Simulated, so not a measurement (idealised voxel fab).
Name of the process module below: voxel capacitor over wiring
It is cross-section cut that appears here, measuring 235 nm in width, its square cells being 5 nm in size.
Throughout this document, each cross-section is represented as a grid of square cells and is presented as a sequence of bands enumerated from the top downward, where a band comprises one or more rows of cells. The entry gives the band's vertical extent as a top height and a bottom height in nm, then its horizontal make-up as materials from left to right, each with a width in nm. "air" stands for empty space; a single material marked "edge to edge" fills the band edge to edge. Below 0: as-received wafer, all one material; heights counted from there. Lowest band: no bottom, goes on down, written "0..down". The two numbers in a width such as "30 to 40" mark its ends across the band: the first belongs to the top row of cells, the second to the bottom row, and from each row to the next the width moves by the same amount. Step marked "nothing was modified"? Then no cell in the cross-section changed in it. In the "Closed void entries" entry, you get each enclosed empty space of 8 cells or more, one with no open way to the top, written width x height at distance, distance from the left edge, in nm. If you see something after the settings on a step's line, that's the simulator's own remark about that step. overlay nm: mask offset rightward from planned place, masked step; negative means leftward offset. What follows is a series of pairs. Each pair shows a cross-section before one process step and the cross-section after it, and the after view is drawn only down to the lowest band that changed. Beneath each pair is the step that lies between the two, with its settings. Pairs may come from different runs of this module on the same starting wafer, so a pair continues from the one above it only where its entry headed "Before the process" says so.
Before the process:
  65..60: 70 nm TiN / 15 nm air / 150 nm TiN
  60..55: TiN edge to edge
  55..50: 70 nm SiCN / 15 nm TiN / 150 nm SiCN
  50..40: lowk edge to edge
  40..15: 50 nm SiO2 / 5 nm SiN / 30 nm Ru / 5 nm SiN / 50 nm SiO2 / 5 nm SiN / 30 nm Ru / 5 nm SiN / 55 nm SiO2
  15..10: 55 nm SiN / 30 nm TiN / 60 nm SiN / 30 nm TiN / 60 nm SiN
  10..0: SiO2 edge to edge
  0..down: Si edge to edge
  Closed void entries: none
After:
  70..65: 70 nm Al2O3 / 15 nm air / 150 nm Al2O3
  65..60: 70 nm TiN / 15 nm Al2O3 / 150 nm TiN
  Lower than 60, everything is as it was.
  Closed void entries: none
What is the step between the two cross-sections above? DIRECTIONAL_DEP,material Al2O3,thk nm 5
Before the process: see preceding pair, after cross-section.
After:
  80..75: 70 nm TiN / 15 nm air / 150 nm TiN
  75..70: TiN edge to edge
  70..65: 70 nm Al2O3 / 15 nm TiN / 150 nm Al2O3
  Lower than 65, everything is as it was.
  Closed void entries: none
What is the step between the two cross-sections above? DIRECTIONAL_DEP,material TiN,thk nm 10
Before the process: see preceding pair, after cross-section.
After:
  100..80: 70 nm air / 65 nm resist / 100 nm air
  80..75: 70 nm TiN / 15 nm resist / 150 nm TiN
  Lower than 75, everything is as it was.
  Closed void entries: none
What is the step between the two cross-sections above? PATTERN,tone cover,mask id UPPER_PLATE,material resist,width nm 65,thk nm 20,overlay nm 0
Before the process: see preceding pair, after cross-section.
After:
  100..80: 70 nm air / 65 nm resist / 100 nm air
  80..75: 70 nm air / 15 nm resist / 50 nm TiN / 100 nm air
  75..70: 70 nm air / 65 nm TiN / 100 nm air
  Lower than 70, everything is as it was.
  Closed void entries: none
What is the step between the two cross-sections above? DIRECTIONAL_ETCH,etch materials TiN,depth nm 10
Before the process: see preceding pair, after cross-section.
After:
  100..80: 70 nm air / 65 nm resist / 100 nm air
  80..75: 70 nm air / 15 nm resist / 50 nm TiN / 100 nm air
  75..70: 70 nm air / 65 nm TiN / 100 nm air
  70..65: 70 nm air / 15 nm TiN / 50 nm Al2O3 / 100 nm air
  Lower than 65, everything is as it was.
  Closed void entries: none
What is the step between the two cross-sections above? DIRECTIONAL_ETCH,etch materials Al2O3,depth nm 5
Before the process: see preceding pair, after cross-section.
After:
  80..70: 85 to 70 nm air / 50 to 65 nm TiN / 100 nm air
  Lower than 70, everything is as it was.
  Closed void entries: none
What is the step between the two cross-sections above? STRIP,etch materials resist
Before the process: see preceding pair, after cross-section.
After:
  95..90: 85 nm air / 50 nm aC / 100 nm air
  90..80: 70 nm air / 65 nm aC / 100 nm air
  80..70: 85 to 70 nm aC / 50 to 65 nm TiN / 100 nm aC
  70..65: 70 nm aC / 15 nm TiN / 50 nm Al2O3 / 100 nm aC
  Lower than 65, everything is as it was.
  Closed void entries: none
What is the step between the two cross-sections above? DIRECTIONAL_DEP,material aC,thk nm 15
Before the process: see preceding pair, after cross-section.
After:
  130..95: 65 nm air / 75 nm resist / 95 nm air
  95..90: 65 nm air / 20 nm resist / 50 nm aC / 5 nm resist / 95 nm air
  90..80: 65 nm air / 5 nm resist / 65 nm aC / 5 nm resist / 95 nm air
  Lower than 80, everything is as it was.
  Closed void entries: none
What is the step between the two cross-sections above? PATTERN,tone cover,mask id LOWER_PLATE,material resist,width nm 75,thk nm 35,overlay nm 0
Before the process: see preceding pair, after cross-section.
After:
  115..95: 65 nm air / 75 nm resist / 95 nm air
  95..90: 65 nm air / 20 nm resist / 50 nm aC / 5 nm resist / 95 nm air
  90..80: 65 nm air / 5 nm resist / 65 nm aC / 5 nm resist / 95 nm air
  80..70: 65 nm air / 20 to 5 nm aC / 50 to 65 nm TiN / 5 nm aC / 95 nm air
  70..65: 65 nm air / 5 nm aC / 15 nm TiN / 50 nm Al2O3 / 5 nm aC / 95 nm air
  Lower than 65, everything is as it was.
  Closed void entries: none
What is the step between the two cross-sections above? DIRECTIONAL_ETCH,etch materials aC,depth nm 15
Before the process: see preceding pair, after cross-section.
After:
  95..90: 85 nm air / 50 nm aC / 100 nm air
  90..80: 70 nm air / 65 nm aC / 100 nm air
  Lower than 80, everything is as it was.
  Closed void entries: none
What is the step between the two cross-sections above? STRIP,etch materials resist
Before the process: see preceding pair, after cross-section.
After:
  95..90: 85 nm air / 50 nm aC / 100 nm air
  90..80: 70 nm air / 65 nm aC / 100 nm air
  80..70: 65 nm air / 20 to 5 nm aC / 50 to 65 nm TiN / 5 nm aC / 95 nm air
  70..65: 65 nm air / 5 nm aC / 15 nm TiN / 50 nm Al2O3 / 5 nm aC / 95 nm air
  65..60: 65 nm air / 5 nm TiN / 15 nm Al2O3 / 55 nm TiN / 95 nm air
  60..55: 65 nm air / 75 nm TiN / 95 nm air
  Lower than 55, everything is as it was.
  Closed void entries: none
What is the step between the two cross-sections above? DIRECTIONAL_ETCH,etch materials TiN,depth nm 10
Before the process: see preceding pair, after cross-section.
After:
  80..70: 85 to 70 nm air / 50 to 65 nm TiN / 100 nm air
  70..65: 70 nm air / 15 nm TiN / 50 nm Al2O3 / 100 nm air
  Lower than 65, everything is as it was.
  Closed void entries: none
What is the step between the two cross-sections above? STRIP,etch materials aC
Before the process: see preceding pair, after cross-section.
After:
  95..80: SiO2 edge to edge
  80..70: 85 to 70 nm SiO2 / 50 to 65 nm TiN / 100 nm SiO2
  70..65: 70 nm SiO2 / 15 nm TiN / 50 nm Al2O3 / 100 nm SiO2
  65..60: 65 nm SiO2 / 5 nm TiN / 15 nm Al2O3 / 55 nm TiN / 95 nm SiO2
  60..55: 65 nm SiO2 / 75 nm TiN / 95 nm SiO2
  Lower than 55, everything is as it was.
  Closed void entries: none
What is the step between the two cross-sections above? FILL_DEP,material SiO2,thk nm 15
Before the process: see preceding pair, after cross-section.
After:
  90..80: SiO2 edge to edge
  Lower than 80, everything is as it was.
  Closed void entries: none
What is the step between the two cross-sections above? CMP,height nm 90
Before the process: see preceding pair, after cross-section.
After:
  90..80: 80 nm SiO2 / 15 nm air / 140 nm SiO2
  Lower than 80, everything is as it was.
  Closed void entries: none
What is the step between the two cross-sections above? MASKED_ETCH,tone open,mask id PLUG_2,width nm 15,etch materials SiO2,depth nm 10,overlay nm 0
Before the process: see preceding pair, after cross-section.
After:
  95..90: 85 nm TiN / 5 nm air / 145 nm TiN
  90..85: 80 nm SiO2 / 5 nm TiN / 5 nm air / 5 nm TiN / 140 nm SiO2
  85..75: 80 to 85 nm SiO2 / 15 to 50 nm TiN / 140 to 100 nm SiO2
  Lower than 75, everything is as it was.
  Closed void entries: none
What is the step between the two cross-sections above? CONFORMAL_DEP,material TiN,thk nm 5
Before the process: see preceding pair, after cross-section.
After:
  100..95: W edge to edge
  95..90: 85 nm TiN / 5 nm W / 145 nm TiN
  90..85: 80 nm SiO2 / 5 nm TiN / 5 nm W / 5 nm TiN / 140 nm SiO2
  Lower than 85, everything is as it was.
  Closed void entries: none
What is the step between the two cross-sections above? FILL_DEP,material W,thk nm 5
Before the process: see preceding pair, after cross-section.
After:
  90..85: 80 nm SiO2 / 5 nm TiN / 5 nm W / 5 nm TiN / 140 nm SiO2
  Lower than 85, everything is as it was.
  Closed void entries: none
What is the step between the two cross-sections above? CMP,height nm 90
Before the process: see preceding pair, after cross-section.
After:
  95..90: SiCN edge to edge
  Lower than 90, everything is as it was.
  Closed void entries: none
What is the step between the two cross-sections above? CONFORMAL_DEP,material SiCN,thk nm 5
Before the process:
  70..65: Al2O3 edge to edge
  65..55: TiN edge to edge
  55..45: 70 nm lowk / 15 nm Ru / 150 nm lowk
  45..40: 70 nm SiCN / 15 nm Ru / 150 nm SiCN
  40..15: 50 nm SiO2 / 5 nm SiN / 30 nm Ru / 5 nm SiN / 50 nm SiO2 / 5 nm SiN / 30 nm Ru / 5 nm SiN / 55 nm SiO2
  15..10: 55 nm SiN / 30 nm TiN / 60 nm SiN / 30 nm TiN / 60 nm SiN
  10..0: SiO2 edge to edge
  0..down: Si edge to edge
  Closed void entries: none
After:
  75..70: TiN edge to edge
  Lower than 70, everything is as it was.
  Closed void entries: none
What is the step between the two cross-sections above? DIRECTIONAL_DEP,material TiN,thk nm 5
Before the process: see preceding pair, after cross-section.
After:
  95..75: 70 nm air / 65 nm resist / 100 nm air
  Lower than 75, everything is as it was.
  Closed void entries: none
What is the step between the two cross-sections above? PATTERN,tone cover,mask id UPPER_PLATE,material resist,width nm 65,thk nm 20,overlay nm 0
Before the process: see preceding pair, after cross-section.
After:
  95..75: 70 nm air / 65 nm resist / 100 nm air
  75..70: 70 nm air / 65 nm TiN / 100 nm air
  Lower than 70, everything is as it was.
  Closed void entries: none
What is the step between the two cross-sections above? DIRECTIONAL_ETCH,etch materials TiN,depth nm 10
Before the process: see preceding pair, after cross-section.
After:
  95..75: 70 nm air / 65 nm resist / 100 nm air
  75..70: 70 nm air / 65 nm TiN / 100 nm air
  70..65: 70 nm air / 65 nm Al2O3 / 100 nm air
  Lower than 65, everything is as it was.
  Closed void entries: none
What is the step between the two cross-sections above? DIRECTIONAL_ETCH,etch materials Al2O3,depth nm 5
Before the process: see preceding pair, after cross-section.
After:
  75..70: 70 nm air / 65 nm TiN / 100 nm air
  Lower than 70, everything is as it was.
  Closed void entries: none
What is the step between the two cross-sections above? STRIP,etch materials resist
Before the process: see preceding pair, after cross-section.
After:
  90..80: 70 nm air / 65 nm aC / 100 nm air
  80..75: aC edge to edge
  75..70: 70 nm aC / 65 nm TiN / 100 nm aC
  70..65: 70 nm aC / 65 nm Al2O3 / 100 nm aC
  Lower than 65, everything is as it was.
  Closed void entries: none
What is the step between the two cross-sections above? DIRECTIONAL_DEP,material aC,thk nm 15
Before the process: see preceding pair, after cross-section.
After:
  125..90: 65 nm air / 75 nm resist / 95 nm air
  90..80: 65 nm air / 5 nm resist / 65 nm aC / 5 nm resist / 95 nm air
  Lower than 80, everything is as it was.
  Closed void entries: none
What is the step between the two cross-sections above? PATTERN,tone cover,mask id LOWER_PLATE,material resist,width nm 75,thk nm 35,overlay nm 0
Before the process: see preceding pair, after cross-section.
After:
  110..90: 65 nm air / 75 nm resist / 95 nm air
  90..80: 65 nm air / 5 nm resist / 65 nm aC / 5 nm resist / 95 nm air
  80..75: 65 nm air / 75 nm aC / 95 nm air
  75..70: 65 nm air / 5 nm aC / 65 nm TiN / 5 nm aC / 95 nm air
  70..65: 65 nm air / 5 nm aC / 65 nm Al2O3 / 5 nm aC / 95 nm air
  Lower than 65, everything is as it was.
  Closed void entries: none
What is the step between the two cross-sections above? DIRECTIONAL_ETCH,etch materials aC,depth nm 15
Before the process: see preceding pair, after cross-section.
After:
  90..80: 70 nm air / 65 nm aC / 100 nm air
  Lower than 80, everything is as it was.
  Closed void entries: none
What is the step between the two cross-sections above? STRIP,etch materials resist
Before the process: see preceding pair, after cross-section.
After:
  90..80: 70 nm air / 65 nm aC / 100 nm air
  80..75: 65 nm air / 75 nm aC / 95 nm air
  75..70: 65 nm air / 5 nm aC / 65 nm TiN / 5 nm aC / 95 nm air
  70..65: 65 nm air / 5 nm aC / 65 nm Al2O3 / 5 nm aC / 95 nm air
  65..55: 65 nm air / 75 nm TiN / 95 nm air
  Lower than 55, everything is as it was.
  Closed void entries: none
What is the step between the two cross-sections above? DIRECTIONAL_ETCH,etch materials TiN,depth nm 10
Before the process: see preceding pair, after cross-section.
After:
  75..70: 70 nm air / 65 nm TiN / 100 nm air
  70..65: 70 nm air / 65 nm Al2O3 / 100 nm air
  Lower than 65, everything is as it was.
  Closed void entries: none
What is the step between the two cross-sections above? STRIP,etch materials aC
Before the process: see preceding pair, after cross-section.
After:
  90..75: SiO2 edge to edge
  75..70: 70 nm SiO2 / 65 nm TiN / 100 nm SiO2
  70..65: 70 nm SiO2 / 65 nm Al2O3 / 100 nm SiO2
  65..55: 65 nm SiO2 / 75 nm TiN / 95 nm SiO2
  Lower than 55, everything is as it was.
  Closed void entries: none
What is the step between the two cross-sections above? FILL_DEP,material SiO2,thk nm 15
Before the process: see preceding pair, after cross-section.
After:
  90..80: 80 nm SiO2 / 15 nm air / 140 nm SiO2
  Lower than 80, everything is as it was.
  Closed void entries: none
What is the step between the two cross-sections above? MASKED_ETCH,tone open,mask id PLUG_2,width nm 15,etch materials SiO2,depth nm 10,overlay nm 0
Before the process: see preceding pair, after cross-section.
After:
  95..90: 85 nm TiN / 5 nm air / 145 nm TiN
  90..85: 80 nm SiO2 / 5 nm TiN / 5 nm air / 5 nm TiN / 140 nm SiO2
  85..80: 80 nm SiO2 / 15 nm TiN / 140 nm SiO2
  Lower than 80, everything is as it was.
  Closed void entries: none
What is the step between the two cross-sections above? CONFORMAL_DEP,material TiN,thk nm 5
Before the process: see preceding pair, after cross-section.
After:
  100..95: W edge to edge
  95..90: 85 nm TiN / 5 nm W / 145 nm TiN
  90..85: 80 nm SiO2 / 5 nm TiN / 5 nm W / 5 nm TiN / 140 nm SiO2
  Lower than 85, everything is as it was.
  Closed void entries: none
What is the step between the two cross-sections above? FILL_DEP,material W,thk nm 5
Before the process: see preceding pair, after cross-section.
After:
  90..85: 80 nm SiO2 / 5 nm TiN / 5 nm W / 5 nm TiN / 140 nm SiO2
  Lower than 85, everything is as it was.
  Closed void entries: none
What is the step between the two cross-sections above? CMP,height nm 90
Before the process: see preceding pair, after cross-section.
After:
  95..90: SiCN edge to edge
  Lower than 90, everything is as it was.
  Closed void entries: none
What is the step between the two cross-sections above? CONFORMAL_DEP,material SiCN,thk nm 5
Before the process:
  95..80: 70 nm air / 65 nm aC / 100 nm air
  80..70: 70 nm aC / 65 nm TiN / 100 nm aC
  70..65: 70 nm aC / 65 nm Al2O3 / 100 nm aC
  65..55: TiN edge to edge
  55..45: 70 nm lowk / 15 nm Ru / 150 nm lowk
  45..40: 70 nm SiCN / 15 nm Ru / 150 nm SiCN
  40..15: 50 nm SiO2 / 5 nm SiN / 30 nm Ru / 5 nm SiN / 50 nm SiO2 / 5 nm SiN / 30 nm Ru / 5 nm SiN / 55 nm SiO2
  15..10: 55 nm SiN / 30 nm TiN / 60 nm SiN / 30 nm TiN / 60 nm SiN
  10..0: SiO2 edge to edge
  0..down: Si edge to edge
  Closed void entries: none
After:
  130..95: 70 nm air / 70 nm resist / 95 nm air
  95..80: 70 nm air / 65 nm aC / 5 nm resist / 95 nm air
  Lower than 80, everything is as it was.
  Closed void entries: none
What is the step between the two cross-sections above? PATTERN,tone cover,mask id LOWER_PLATE,material resist,width nm 70,thk nm 35,overlay nm 0
Before the process: see preceding pair, after cross-section.
After:
  115..95: 70 nm air / 70 nm resist / 95 nm air
  95..80: 70 nm air / 65 nm aC / 5 nm resist / 95 nm air
  80..70: 70 nm air / 65 nm TiN / 5 nm aC / 95 nm air
  70..65: 70 nm air / 65 nm Al2O3 / 5 nm aC / 95 nm air
  Lower than 65, everything is as it was.
  Closed void entries: none
What is the step between the two cross-sections above? DIRECTIONAL_ETCH,etch materials aC,depth nm 15
Before the process: see preceding pair, after cross-section.
After:
  95..80: 70 nm air / 65 nm aC / 100 nm air
  Lower than 80, everything is as it was.
  Closed void entries: none
What is the step between the two cross-sections above? STRIP,etch materials resist
Before the process: see preceding pair, after cross-section.
After:
  95..80: 70 nm air / 65 nm aC / 100 nm air
  80..70: 70 nm air / 65 nm TiN / 5 nm aC / 95 nm air
  70..65: 70 nm air / 65 nm Al2O3 / 5 nm aC / 95 nm air
  65..55: 70 nm air / 70 nm TiN / 95 nm air
  Lower than 55, everything is as it was.
  Closed void entries: none
What is the step between the two cross-sections above? DIRECTIONAL_ETCH,etch materials TiN,depth nm 10
Before the process: see preceding pair, after cross-section.
After:
  80..70: 70 nm air / 65 nm TiN / 100 nm air
  70..65: 70 nm air / 65 nm Al2O3 / 100 nm air
  Lower than 65, everything is as it was.
  Closed void entries: none
What is the step between the two cross-sections above? STRIP,etch materials aC
Before the process: see preceding pair, after cross-section.
After:
  95..80: SiO2 edge to edge
  80..70: 70 nm SiO2 / 65 nm TiN / 100 nm SiO2
  70..65: 70 nm SiO2 / 65 nm Al2O3 / 100 nm SiO2
  65..55: 70 nm SiO2 / 70 nm TiN / 95 nm SiO2
  Lower than 55, everything is as it was.
  Closed void entries: none
What is the step between the two cross-sections above? FILL_DEP,material SiO2,thk nm 15
Before the process: see preceding pair, after cross-section.
After:
  90..80: SiO2 edge to edge
  Lower than 80, everything is as it was.
  Closed void entries: none
What is the step between the two cross-sections above? CMP,height nm 90
Before the process: see preceding pair, after cross-section.
After:
  90..80: 80 nm SiO2 / 15 nm air / 140 nm SiO2
  Lower than 80, everything is as it was.
  Closed void entries: none
What is the step between the two cross-sections above? MASKED_ETCH,tone open,mask id PLUG_2,width nm 15,etch materials SiO2,depth nm 10,overlay nm 0
Before the process: see preceding pair, after cross-section.
After:
  95..90: 85 nm TiN / 5 nm air / 145 nm TiN
  90..85: 80 nm SiO2 / 5 nm TiN / 5 nm air / 5 nm TiN / 140 nm SiO2
  85..80: 80 nm SiO2 / 15 nm TiN / 140 nm SiO2
  Lower than 80, everything is as it was.
  Closed void entries: none
What is the step between the two cross-sections above? CONFORMAL_DEP,material TiN,thk nm 5
Before the process: see preceding pair, after cross-section.
After:
  100..95: W edge to edge
  95..90: 85 nm TiN / 5 nm W / 145 nm TiN
  90..85: 80 nm SiO2 / 5 nm TiN / 5 nm W / 5 nm TiN / 140 nm SiO2
  Lower than 85, everything is as it was.
  Closed void entries: none
What is the step between the two cross-sections above? FILL_DEP,material W,thk nm 5
Before the process: see preceding pair, after cross-section.
After:
  90..85: 80 nm SiO2 / 5 nm TiN / 5 nm W / 5 nm TiN / 140 nm SiO2
  Lower than 85, everything is as it was.
  Closed void entries: none
What is the step between the two cross-sections above? CMP,height nm 90
Before the process: see preceding pair, after cross-section.
After:
  95..90: SiCN edge to edge
  Lower than 90, everything is as it was.
  Closed void entries: none
What is the step between the two cross-sections above? CONFORMAL_DEP,material SiCN,thk nm 5
Before the process:
  65..55: aC edge to edge
  55..45: lowk edge to edge
  45..40: SiCN edge to edge
  40..15: 50 nm SiO2 / 5 nm SiN / 30 nm Ru / 5 nm SiN / 50 nm SiO2 / 5 nm SiN / 30 nm Ru / 5 nm SiN / 55 nm SiO2
  15..10: 55 nm SiN / 30 nm TiN / 60 nm SiN / 30 nm TiN / 60 nm SiN
  10..0: SiO2 edge to edge
  0..down: Si edge to edge
  Closed void entries: none
After:
  90..65: 80 nm resist / 15 nm air / 140 nm resist
  Lower than 65, everything is as it was.
  Closed void entries: none
What is the step between the two cross-sections above? PATTERN,tone open,mask id PLUG_1,material resist,width nm 15,thk nm 25,overlay nm 10
Before the process: see preceding pair, after cross-section.
After:
  80..65: 80 nm resist / 15 nm air / 140 nm resist
  65..55: 80 nm aC / 15 nm air / 140 nm aC
  Lower than 55, everything is as it was.
  Closed void entries: none
What is the step between the two cross-sections above? DIRECTIONAL_ETCH,etch materials aC,depth nm 10
Before the process: see preceding pair, after cross-section.
After:
  65..55: 80 nm aC / 15 nm air / 140 nm aC
  Lower than 55, everything is as it was.
  Closed void entries: none
What is the step between the two cross-sections above? STRIP,etch materials resist
Before the process: see preceding pair, after cross-section.
After:
  65..55: 80 nm aC / 15 nm air / 140 nm aC
  55..45: 80 nm lowk / 15 nm air / 140 nm lowk
  Lower than 45, everything is as it was.
  Closed void entries: none
What is the step between the two cross-sections above? DIRECTIONAL_ETCH,etch materials lowk,depth nm 10
Before the process: see preceding pair, after cross-section.
After:
  65..55: 80 nm aC / 15 nm air / 140 nm aC
  55..45: 80 nm lowk / 15 nm air / 140 nm lowk
  45..40: 80 nm SiCN / 15 nm air / 140 nm SiCN
  Lower than 40, everything is as it was.
  Closed void entries: none
What is the step between the two cross-sections above? DIRECTIONAL_ETCH,etch materials SiCN,depth nm 5
Before the process: see preceding pair, after cross-section.
After:
  55..45: 80 nm lowk / 15 nm air / 140 nm lowk
  Lower than 45, everything is as it was.
  Closed void entries: none
What is the step between the two cross-sections above? STRIP,etch materials aC
Before the process: see preceding pair, after cross-section.
After:
  55..50: 80 nm lowk / 15 nm air / 140 nm lowk
  50..45: 80 nm lowk / 15 nm Ru / 140 nm lowk
  45..40: 80 nm SiCN / 15 nm Ru / 140 nm SiCN
  Lower than 40, everything is as it was.
  Closed void entries: none
What is the step between the two cross-sections above? EPI,material Ru,thk nm 10
Before the process: see preceding pair, after cross-section.
After:
  55..45: 80 nm lowk / 15 nm Ru / 140 nm lowk
  Lower than 45, everything is as it was.
  Closed void entries: none
What is the step between the two cross-sections above? EPI,material Ru,thk nm 5
Before the process: see preceding pair, after cross-section.
After:
  65..55: TiN edge to edge
  Lower than 55, everything is as it was.
  Closed void entries: none
What is the step between the two cross-sections above? DIRECTIONAL_DEP,material TiN,thk nm 10
Before the process: see preceding pair, after cross-section.
After:
  70..65: Al2O3 edge to edge
  Lower than 65, everything is as it was.
  Closed void entries: none
What is the step between the two cross-sections above? DIRECTIONAL_DEP,material Al2O3,thk nm 5
Before the process: see preceding pair, after cross-section.
After:
  80..70: TiN edge to edge
  Lower than 70, everything is as it was.
  Closed void entries: none
What is the step between the two cross-sections above? DIRECTIONAL_DEP,material TiN,thk nm 10
Before the process: see preceding pair, after cross-section.
After:
  100..80: 70 nm air / 65 nm resist / 100 nm air
  Lower than 80, everything is as it was.
  Closed void entries: none
What is the step between the two cross-sections above? PATTERN,tone cover,mask id UPPER_PLATE,material resist,width nm 65,thk nm 20,overlay nm 0
Before the process: see preceding pair, after cross-section.
After:
  100..80: 70 nm air / 65 nm resist / 100 nm air
  80..70: 70 nm air / 65 nm TiN / 100 nm air
  Lower than 70, everything is as it was.
  Closed void entries: none
What is the step between the two cross-sections above? DIRECTIONAL_ETCH,etch materials TiN,depth nm 10
Before the process: see preceding pair, after cross-section.
After:
  100..80: 70 nm air / 65 nm resist / 100 nm air
  80..70: 70 nm air / 65 nm TiN / 100 nm air
  70..65: 70 nm air / 65 nm Al2O3 / 100 nm air
  Lower than 65, everything is as it was.
  Closed void entries: none
What is the step between the two cross-sections above? DIRECTIONAL_ETCH,etch materials Al2O3,depth nm 5
Before the process: see preceding pair, after cross-section.
After:
  80..70: 70 nm air / 65 nm TiN / 100 nm air
  Lower than 70, everything is as it was.
  Closed void entries: none
What is the step between the two cross-sections above? STRIP,etch materials resist
Before the process: see preceding pair, after cross-section.
After:
  95..80: 70 nm air / 65 nm aC / 100 nm air
  80..70: 70 nm aC / 65 nm TiN / 100 nm aC
  70..65: 70 nm aC / 65 nm Al2O3 / 100 nm aC
  Lower than 65, everything is as it was.
  Closed void entries: none
What is the step between the two cross-sections above? DIRECTIONAL_DEP,material aC,thk nm 15
Before the process: see preceding pair, after cross-section.
After:
  130..95: 65 nm air / 75 nm resist / 95 nm air
  95..80: 65 nm air / 5 nm resist / 65 nm aC / 5 nm resist / 95 nm air
  Lower than 80, everything is as it was.
  Closed void entries: none
What is the step between the two cross-sections above? PATTERN,tone cover,mask id LOWER_PLATE,material resist,width nm 75,thk nm 35,overlay nm 0
Before the process: see preceding pair, after cross-section.
After:
  115..95: 65 nm air / 75 nm resist / 95 nm air
  95..80: 65 nm air / 5 nm resist / 65 nm aC / 5 nm resist / 95 nm air
  80..70: 65 nm air / 5 nm aC / 65 nm TiN / 5 nm aC / 95 nm air
  70..65: 65 nm air / 5 nm aC / 65 nm Al2O3 / 5 nm aC / 95 nm air
  Lower than 65, everything is as it was.
  Closed void entries: none
What is the step between the two cross-sections above? DIRECTIONAL_ETCH,etch materials aC,depth nm 15
Before the process: see preceding pair, after cross-section.
After:
  95..80: 70 nm air / 65 nm aC / 100 nm air
  Lower than 80, everything is as it was.
  Closed void entries: none
What is the step between the two cross-sections above? STRIP,etch materials resist
Before the process: see preceding pair, after cross-section.
After:
  95..80: 70 nm air / 65 nm aC / 100 nm air
  80..70: 65 nm air / 5 nm aC / 65 nm TiN / 5 nm aC / 95 nm air
  70..65: 65 nm air / 5 nm aC / 65 nm Al2O3 / 5 nm aC / 95 nm air
  65..55: 65 nm air / 75 nm TiN / 95 nm air
  Lower than 55, everything is as it was.
  Closed void entries: none
What is the step between the two cross-sections above? DIRECTIONAL_ETCH,etch materials TiN,depth nm 10
Before the process: see preceding pair, after cross-section.
After:
  80..70: 70 nm air / 65 nm TiN / 100 nm air
  70..65: 70 nm air / 65 nm Al2O3 / 100 nm air
  Lower than 65, everything is as it was.
  Closed void entries: none
What is the step between the two cross-sections above? STRIP,etch materials aC
Before the process: see preceding pair, after cross-section.
After:
  95..80: SiO2 edge to edge
  80..70: 70 nm SiO2 / 65 nm TiN / 100 nm SiO2
  70..65: 70 nm SiO2 / 65 nm Al2O3 / 100 nm SiO2
  65..55: 65 nm SiO2 / 75 nm TiN / 95 nm SiO2
  Lower than 55, everything is as it was.
  Closed void entries: none
What is the step between the two cross-sections above? FILL_DEP,material SiO2,thk nm 15
Before the process: see preceding pair, after cross-section.
After:
  90..80: SiO2 edge to edge
  Lower than 80, everything is as it was.
  Closed void entries: none
What is the step between the two cross-sections above? CMP,height nm 90
Before the process: see preceding pair, after cross-section.
After:
  90..80: 80 nm SiO2 / 15 nm air / 140 nm SiO2
  Lower than 80, everything is as it was.
  Closed void entries: none
What is the step between the two cross-sections above? MASKED_ETCH,tone open,mask id PLUG_2,width nm 15,etch materials SiO2,depth nm 10,overlay nm 0
Before the process: see preceding pair, after cross-section.
After:
  95..90: 85 nm TiN / 5 nm air / 145 nm TiN
  90..85: 80 nm SiO2 / 5 nm TiN / 5 nm air / 5 nm TiN / 140 nm SiO2
  85..80: 80 nm SiO2 / 15 nm TiN / 140 nm SiO2
  Lower than 80, everything is as it was.
  Closed void entries: none
What is the step between the two cross-sections above? CONFORMAL_DEP,material TiN,thk nm 5
Before the process: see preceding pair, after cross-section.
After:
  100..95: W edge to edge
  95..90: 85 nm TiN / 5 nm W / 145 nm TiN
  90..85: 80 nm SiO2 / 5 nm TiN / 5 nm W / 5 nm TiN / 140 nm SiO2
  Lower than 85, everything is as it was.
  Closed void entries: none
What is the step between the two cross-sections above? FILL_DEP,material W,thk nm 5
Before the process: see preceding pair, after cross-section.
After:
  90..85: 80 nm SiO2 / 5 nm TiN / 5 nm W / 5 nm TiN / 140 nm SiO2
  Lower than 85, everything is as it was.
  Closed void entries: none
What is the step between the two cross-sections above? CMP,height nm 90
Before the process: see preceding pair, after cross-section.
After:
  95..90: SiCN edge to edge
  Lower than 90, everything is as it was.
  Closed void entries: none
What is the step between the two cross-sections above? CONFORMAL_DEP,material SiCN,thk nm 5
Before the process:
  15..10: TiN edge to edge
  10..0: SiO2 edge to edge
  0..down: Si edge to edge
  Closed void entries: none
After:
  40..15: lowk edge to edge
  Lower than 15, everything is as it was.
  Closed void entries: none
What is the step between the two cross-sections above? DIRECTIONAL_DEP,material lowk,thk nm 25
Before the process: see preceding pair, after cross-section.
After:
  50..40: aC edge to edge
  Lower than 40, everything is as it was.
  Closed void entries: none
What is the step between the two cross-sections above? DIRECTIONAL_DEP,material aC,thk nm 10
Before the process: see preceding pair, after cross-section.
After:
  75..50: 55 nm air / 30 nm resist / 60 nm air / 30 nm resist / 60 nm air
  Lower than 50, everything is as it was.
  Closed void entries: none
What is the step between the two cross-sections above? PATTERN,tone cover,mask id METAL_1,material resist,width nm 30,pitch nm 90,thk nm 25,overlay nm 0
Before the process: see preceding pair, after cross-section.
After:
  65..50: 55 nm air / 30 nm resist / 60 nm air / 30 nm resist / 60 nm air
  50..40: 55 nm air / 30 nm aC / 60 nm air / 30 nm aC / 60 nm air
  Lower than 40, everything is as it was.
  Closed void entries: none
What is the step between the two cross-sections above? DIRECTIONAL_ETCH,etch materials aC,depth nm 10
Before the process: see preceding pair, after cross-section.
After:
  50..40: 55 nm air / 30 nm aC / 60 nm air / 30 nm aC / 60 nm air
  Lower than 40, everything is as it was.
  Closed void entries: none
What is the step between the two cross-sections above? STRIP,etch materials resist
Before the process: see preceding pair, after cross-section.
After:
  40..15: lowk edge to edge
  Lower than 15, everything is as it was.
  Closed void entries: none
What is the step between the two cross-sections above? STRIP,etch materials aC
Before the process: see preceding pair, after cross-section.
After:
  45..40: SiN edge to edge
  Lower than 40, everything is as it was.
  Closed void entries: none
What is the step between the two cross-sections above? CONFORMAL_DEP,material SiN,thk nm 5
Before the process: see preceding pair, after cross-section.
After:
  50..45: SiO2 edge to edge
  Lower than 45, everything is as it was.
  Closed void entries: none
What is the step between the two cross-sections above? FILL_DEP,material SiO2,thk nm 5
Before the process: see preceding pair, after cross-section.
After:
  40..15: lowk edge to edge
  Lower than 15, everything is as it was.
  Closed void entries: none
What is the step between the two cross-sections above? CMP,height nm 40
Before the process: see preceding pair, after cross-section.
After:
  45..40: SiCN edge to edge
  Lower than 40, everything is as it was.
  Closed void entries: none
What is the step between the two cross-sections above? CONFORMAL_DEP,material SiCN,thk nm 5
Before the process: see preceding pair, after cross-section.
After:
  55..45: lowk edge to edge
  Lower than 45, everything is as it was.
  Closed void entries: none
What is the step between the two cross-sections above? DIRECTIONAL_DEP,material lowk,thk nm 10
